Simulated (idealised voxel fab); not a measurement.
Process module under the name voxel self aligned contacts
Section cut is 245 nm wide and gridded with 5 nm square cells.
Cross-sections here: square-cell grids, written as top-down lists of bands, a band being one or more rows of cells. Band: top height; bottom height; in nm. Then, left to right: material with width in nm, for each material. "full width": a single material spanning edge to edge. "blank": empty space. Height 0 is the level under which the wafer as received is all one material. The lowest band goes on downwards, as in "from 0 down". Quick explanation for "30..40": the width changes in equal steps down the rows of cells, from the first number in the band's top row to the second number in its bottom row. Step note "no alteration" = no cross-section cell changed. This entry, "Fully closed voids", enumerates those empty regions of no fewer than 8 cells that possess no open connection to the top. Each region is reported in the form width x height at distance, the distance being taken from the left edge, with all three quantities expressed in nm. On each step's line, the part that comes after the settings is the simulator's own comment on the step. A step's line can hold "overlay nm"; with a mask on that step, the setting says how far right of the planned place the mask lay, while a negative setting says it lay to the left.

# List of planned process steps
1) RECEIVE, material Si
2) OXIDIZE, depth nm 5
3) DIRECTIONAL_DEP, material polySi, thk nm 20
4) DIRECTIONAL_DEP, material SiN, thk nm 20
5) PATTERN, tone cover, mask id GATE, material resist, width nm 35, pitch nm 60, thk nm 20, overlay nm 0
6) DIRECTIONAL_ETCH, etch materials SiN, depth nm 20
7) DIRECTIONAL_ETCH, etch materials polySi, depth nm 20
8) STRIP, etch materials resist
9) CONFORMAL_DEP, material SiN, thk nm 5
10) DIRECTIONAL_ETCH, etch materials SiN, depth nm 5
11) FILL_DEP, material SiO2, thk nm 10
12) CMP, height nm 45
13) MASKED_ETCH, tone open, mask id CONTACT, width nm 45, etch materials SiO2, depth nm 40, overlay nm 0
14) CONFORMAL_DEP, material TiN, thk nm 5
15) FILL_DEP, material W, thk nm 10
16) CMP, height nm 45
17) CONFORMAL_DEP, material SiN, thk nm 5
Every wafer here starts from the same state; it is the step 13 depth nm that distinguishes them, and the value the plan gives belongs to the first wafer.

# Cut through the first of several wafers as received, post step 1
from 0 down: Si full width
Fully closed voids: none

# Cross-section of the first of several wafers, taken after step 17, where the module ends
from 50 to 45: SiN full width
from 45 to 40: 100 of SiO2 / 20 of TiN / 5 of W / 20 of TiN / 100 of SiO2
from 40 to 20: 70 of SiO2 / 45 of SiN / 5 of TiN / 5 of W / 5 of TiN / 45 of SiN / 70 of SiO2
from 20 to 10: 70 of SiO2 / 5 of SiN / 35 of polySi / 5 of SiN / 5 of TiN / 5 of W / 5 of TiN / 5 of SiN / 35 of polySi / 5 of SiN / 70 of SiO2
from 10 to 5: 70 of SiO2 / 5 of SiN / 35 of polySi / 5 of SiN / 15 of TiN / 5 of SiN / 35 of polySi / 5 of SiN / 70 of SiO2
from 5 to 0: 70 of SiO2 / 5 of SiN / 35 of polySi / 5 of SiN / 15 of SiO2 / 5 of SiN / 35 of polySi / 5 of SiN / 70 of SiO2
from 0 to -5: SiO2 full width
from -5 down: Si full width
Fully closed voids: none

# Cross-section of the last wafer at end of module
from 50 to 45: SiN full width
from 45 to 40: 100 of SiO2 / 20 of TiN / 5 of W / 20 of TiN / 100 of SiO2
from 40 to 20: 70 of SiO2 / 45 of SiN / 5 of TiN / 5 of W / 5 of TiN / 45 of SiN / 70 of SiO2
from 20 to 0: 70 of SiO2 / 5 of SiN / 35 of polySi / 5 of SiN / 5 of TiN / 5 of W / 5 of TiN / 5 of SiN / 35 of polySi / 5 of SiN / 70 of SiO2
from 0 to -5: 115 of SiO2 / 15 of TiN / 115 of SiO2
from -5 down: Si full width
Fully closed voids: none

# Quick key for the table: a row per wafer, taken at the end of the module. For each material it tells you how many cells the wafer gained (+) or lost (-) since it came in, and the closed voids come after
depth nm 40 | -49 Si | +137 SiN | +316 SiO2 | +23 TiN | +7 W | +56 polySi | Fully closed voids: none
depth nm 45 | -49 Si | +137 SiN | +313 SiO2 | +25 TiN | +8 W | +56 polySi | Fully closed voids: none
depth nm 50 | -49 Si | +137 SiN | +310 SiO2 | +27 TiN | +9 W | +56 polySi | Fully closed voids: none
depth nm 55 | -49 Si | +137 SiN | +310 SiO2 | +27 TiN | +9 W | +56 polySi | Fully closed voids: none
depth nm 60 | -49 Si | +137 SiN | +310 SiO2 | +27 TiN | +9 W | +56 polySi | Fully closed voids: none
depth nm 65 | -49 Si | +137 SiN | +310 SiO2 | +27 TiN | +9 W | +56 polySi | Fully closed voids: none
